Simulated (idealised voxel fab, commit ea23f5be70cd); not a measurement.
process module | voxel lift off
cross-section cut | 150 nm wide | cells 5 nm
A cross-section is a grid of square cells, given in bands from the top down. A band is one or more rows of cells.
Each band's line starts with the height of the band's top and of its bottom, in nm. Then come its materials from left to right, each with its width in nm. One material with "throughout" fills the band from edge to edge. "air" is empty space.
Height 0 is the level under which the wafer as received is all one material. The lowest band goes on downwards, as in "0 down".
A width such as "30 to 40" changes by the same amount from each row of cells to the next, from the band's top row to its bottom row.
"no change" after a step means that no cell of the cross-section changed.
closed voids: empty space of 8 cells or more with no open way to the top, each as width x height at its distance from the left edge, in nm
after a step's settings: what the simulator itself notes on the step
overlay nm, on a step with a mask: how far to the right of its planned place the mask lay; to the left if negative
plan
1 op RECEIVE | material Si
2 op CONFORMAL_DEP | material SiO2 | thk nm 15
3 op PATTERN | tone open | mask id LINES | material resist | width nm 25 | pitch nm 45 | thk nm 20 | overlay nm 0
4 op DIRECTIONAL_DEP | material Ru | thk nm 5
5 op STRIP | etch materials resist
6 op CONFORMAL_DEP | material SiN | thk nm 5
as received, after step 1
  0 down: Si throughout
  closed voids: none
first wafer at the end, as planned
  25 to 20: air 35 | SiN 35 | air 10 | SiN 35 | air 35
  20 to 15: SiN 40 | Ru 25 | SiN 20 | Ru 25 | SiN 40
  15 to 0: SiO2 throughout
  0 down: Si throughout
  closed voids: none
second wafer at the end: like start, like plan, one mistake
  25 to 20: SiN 45 | air 15 | SiN 30 | air 15 | SiN 45
  20 to 15: Ru 40 | SiN 25 | Ru 20 | SiN 25 | Ru 40
  15 to 0: SiO2 throughout
  0 down: Si throughout
  closed voids: none
what went wrong: step 3 ran as: op PATTERN | tone cover | mask id LINES | material resist | width nm 25 | pitch nm 45 | thk nm 20 | overlay nm 0
at the end the second wafer has, in cells: 10 more of Ru
